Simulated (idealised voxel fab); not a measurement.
Proc. module: voxel self aligned vias
Each square cell in cross-section cut measures 5 nm, and the section as a whole is 220 nm wide.
Cross-section, as written here: a square-cell grid given band by band from the top down, where a band holds one or more rows of cells.
Top height, bottom height, nm. Materials left to right, width each, nm. Single material + "edge to edge" = fills band edge to edge. "empty" = empty.
A quick word on heights: they are counted from 0, and under that level the wafer as it came to us is one material throughout. The lowest band is different from the rest in having no bottom; it simply continues downward, written as in "from 0 down".
You'd read "30->40" like this: the band's top row of cells is as wide as the first number, its bottom row is as wide as the second, and going down, every row changes width by the same amount as the row before did.
No cell of the cross-section changed in a step that is given as "identical to before".
Reported under the label "Enclosed void entries" are the empty spaces having no open way to the top and comprising 8 cells or more; the notation for each is width x height at distance, in which the distance is measured from the left edge and all three values are in nm.
Heads up: the bit after the settings on a step's line is the simulator's remark on that step.
For masked steps, "overlay nm" on the step line gives how far right of plan the mask actually lay; a minus sign means it lay to the left.

[Set out below are the planned steps of the process]
- 1: RECEIVE | material Si
- 2: CONFORMAL_DEP | material SiO2 | thk nm 10
- 3: CONFORMAL_DEP | material SiCN | thk nm 5
- 4: DIRECTIONAL_DEP | material lowk | thk nm 25
- 5: PATTERN | tone open | mask id LINES | material resist | width nm 20 | pitch nm 65 | thk nm 15 | overlay nm 0
- 6: DIRECTIONAL_ETCH | etch materials lowk | depth nm 25
- 7: STRIP | etch materials resist
- 8: CONFORMAL_DEP | material TiN | thk nm 5
- 9: FILL_DEP | material Ru | thk nm 10
- 10: CMP | height nm 40
- 11: SELECTIVE_ETCH | etch materials W Ru TiN | depth nm 10
- 12: FILL_DEP | material SiN | thk nm 10
- 13: CMP | height nm 40
- 14: DIRECTIONAL_DEP | material lowk | thk nm 20
- 15: DIRECTIONAL_DEP | material aC | thk nm 10
- 16: PATTERN | tone open | mask id VIAS | material resist | width nm 40 | thk nm 25 | overlay nm 0
- 17: DIRECTIONAL_ETCH | etch materials aC | depth nm 10
- 18: STRIP | etch materials resist
- 19: DIRECTIONAL_ETCH | etch materials lowk | depth nm 20
- 20: DIRECTIONAL_ETCH | etch materials SiN | depth nm 10
- 21: STRIP | etch materials aC
- 22: CONFORMAL_DEP | material TiN | thk nm 5
- 23: FILL_DEP | material W | thk nm 5
- 24: CMP | height nm 60
- 25: CONFORMAL_DEP | material SiCN | thk nm 5

[First of two wafers, processed according to plan]

[This is the cross-section of the wafer as we received it, i.e. after step 1]
	from 0 down  Si edge to edge
	Enclosed void entries: none

[Cross-section: wafer state after step 2]
	from 10 to 0  SiO2 edge to edge
	Under 0: no change, same as before.

[Cross-section: wafer state after step 3]
	from 15 to 10  SiCN edge to edge
	Under 10: no change, same as before.

[Cross-section: wafer state after step 4]
	from 40 to 15  lowk edge to edge
	Under 15: no change, same as before.

[Cross-section: wafer state after step 5]
	from 55 to 40  65 of resist  20 of empty  45 of resist  20 of empty  70 of resist
	Under 40: no change, same as before.

[Cross-section: wafer state after step 6]
	from 55 to 40  65 of resist  20 of empty  45 of resist  20 of empty  70 of resist
	from 40 to 15  65 of lowk  20 of empty  45 of lowk  20 of empty  70 of lowk
	Under 15: no change, same as before.

[Cross-section: wafer state after step 7]
	from 40 to 15  65 of lowk  20 of empty  45 of lowk  20 of empty  70 of lowk
	Under 15: no change, same as before.

[Cross-section: wafer state after step 8]
	from 45 to 40  70 of TiN  10 of empty  55 of TiN  10 of empty  75 of TiN
	from 40 to 20  65 of lowk  5 of TiN  10 of empty  5 of TiN  45 of lowk  5 of TiN  10 of empty  5 of TiN  70 of lowk
	from 20 to 15  65 of lowk  20 of TiN  45 of lowk  20 of TiN  70 of lowk
	Under 15: no change, same as before.

[Cross-section: wafer state after step 9]
	from 55 to 45  Ru edge to edge
	from 45 to 40  70 of TiN  10 of Ru  55 of TiN  10 of Ru  75 of TiN
	from 40 to 20  65 of lowk  5 of TiN  10 of Ru  5 of TiN  45 of lowk  5 of TiN  10 of Ru  5 of TiN  70 of lowk
	Under 20: no change, same as before.

[Cross-section: wafer state after step 10]
	from 40 to 20  65 of lowk  5 of TiN  10 of Ru  5 of TiN  45 of lowk  5 of TiN  10 of Ru  5 of TiN  70 of lowk
	Under 20: no change, same as before.

[Cross-section: wafer state after step 11]
	from 40 to 30  65 of lowk  20 of empty  45 of lowk  20 of empty  70 of lowk
	Under 30: no change, same as before.

[Cross-section: wafer state after step 12]
	from 50 to 40  SiN edge to edge
	from 40 to 30  65 of lowk  20 of SiN  45 of lowk  20 of SiN  70 of lowk
	Under 30: no change, same as before.

[Cross-section: wafer state after step 13]
	from 40 to 30  65 of lowk  20 of SiN  45 of lowk  20 of SiN  70 of lowk
	Under 30: no change, same as before.

[Cross-section: wafer state after step 14]
	from 60 to 40  lowk edge to edge
	Under 40: no change, same as before.

[Cross-section: wafer state after step 15]
	from 70 to 60  aC edge to edge
	Under 60: no change, same as before.

[Cross-section: wafer state after step 16]
	from 95 to 70  55 of resist  40 of empty  125 of resist
	Under 70: no change, same as before.

[Cross-section: wafer state after step 17]
	from 85 to 70  55 of resist  40 of empty  125 of resist
	from 70 to 60  55 of aC  40 of empty  125 of aC
	Under 60: no change, same as before.

[Cross-section: wafer state after step 18]
	from 70 to 60  55 of aC  40 of empty  125 of aC
	Under 60: no change, same as before.

[Cross-section: wafer state after step 19]
	from 70 to 60  55 of aC  40 of empty  125 of aC
	from 60 to 40  55 of lowk  40 of empty  125 of lowk
	Under 40: no change, same as before.

[Cross-section: wafer state after step 20]
	from 70 to 60  55 of aC  40 of empty  125 of aC
	from 60 to 40  55 of lowk  40 of empty  125 of lowk
	from 40 to 30  65 of lowk  20 of empty  45 of lowk  20 of SiN  70 of lowk
	Under 30: no change, same as before.

[Cross-section: wafer state after step 21]
	from 60 to 40  55 of lowk  40 of empty  125 of lowk
	Under 40: no change, same as before.

[Cross-section: wafer state after step 22]
	from 65 to 60  60 of TiN  30 of empty  130 of TiN
	from 60 to 45  55 of lowk  5 of TiN  30 of empty  5 of TiN  125 of lowk
	from 45 to 40  55 of lowk  15 of TiN  10 of empty  15 of TiN  125 of lowk
	from 40 to 35  65 of lowk  5 of TiN  10 of empty  5 of TiN  45 of lowk  20 of SiN  70 of lowk
	from 35 to 30  65 of lowk  20 of TiN  45 of lowk  20 of SiN  70 of lowk
	Under 30: no change, same as before.

[Cross-section: wafer state after step 23]
	from 70 to 65  W edge to edge
	from 65 to 60  60 of TiN  30 of W  130 of TiN
	from 60 to 45  55 of lowk  5 of TiN  30 of W  5 of TiN  125 of lowk
	from 45 to 40  55 of lowk  15 of TiN  10 of W  15 of TiN  125 of lowk
	from 40 to 35  65 of lowk  5 of TiN  10 of W  5 of TiN  45 of lowk  20 of SiN  70 of lowk
	Under 35: no change, same as before.

[Cross-section: wafer state after step 24]
	from 60 to 45  55 of lowk  5 of TiN  30 of W  5 of TiN  125 of lowk
	Under 45: no change, same as before.

[Cross-section: wafer state after step 25]
	from 65 to 60  SiCN edge to edge
	Under 60: no change, same as before.

[Second of two: same start, same plan, one run error; steps up to and including 12 match the first]

[Second wafer, cut view, end of step 13 per plan]
	from 30 to 20  65 of lowk  5 of TiN  10 of Ru  5 of TiN  45 of lowk  5 of TiN  10 of Ru  5 of TiN  70 of lowk
	Under 20: no change, same as before.

[Second wafer, cut view, end of step 14 per plan]
	from 50 to 30  lowk edge to edge
	Under 30: no change, same as before.

[Second wafer, cut view, end of step 15 per plan]
	from 60 to 50  aC edge to edge
	Under 50: no change, same as before.

[Second wafer, cut view, end of step 16 per plan]
	from 85 to 60  55 of resist  40 of empty  125 of resist
	Under 60: no change, same as before.

[Second wafer, cut view, end of step 17 per plan]
	from 75 to 60  55 of resist  40 of empty  125 of resist
	from 60 to 50  55 of aC  40 of empty  125 of aC
	Under 50: no change, same as before.

[Second wafer, cut view, end of step 18 per plan]
	from 60 to 50  55 of aC  40 of empty  125 of aC
	Under 50: no change, same as before.

[Second wafer, cut view, end of step 19 per plan]
	from 60 to 50  55 of aC  40 of empty  125 of aC
	from 50 to 30  55 of lowk  40 of empty  125 of lowk
	Under 30: no change, same as before.

Second wafer, cut view, end of step 20 per plan: identical to before

[Second wafer, cut view, end of step 21 per plan]
	from 50 to 30  55 of lowk  40 of empty  125 of lowk
	Under 30: no change, same as before.

[Second wafer, cut view, end of step 22 per plan]
	from 55 to 50  60 of TiN  30 of empty  130 of TiN
	from 50 to 35  55 of lowk  5 of TiN  30 of empty  5 of TiN  125 of lowk
	from 35 to 30  55 of lowk  40 of TiN  125 of lowk
	Under 30: no change, same as before.

[Second wafer, cut view, end of step 23 per plan]
	from 60 to 55  W edge to edge
	from 55 to 50  60 of TiN  30 of W  130 of TiN
	from 50 to 35  55 of lowk  5 of TiN  30 of W  5 of TiN  125 of lowk
	Under 35: no change, same as before.

Second wafer, cut view, end of step 24 per plan: identical to before

[Second wafer, cut view, end of step 25 per plan]
	from 65 to 60  SiCN edge to edge
	Under 60: no change, same as before.
Plan not followed: step 13, actual vs plan mismatch, actual run CMP | height nm 30
Materials where the second wafer ends with more or fewer cells than the first: 8 fewer of SiN | 34 more of TiN | 46 more of W | 72 fewer of lowk
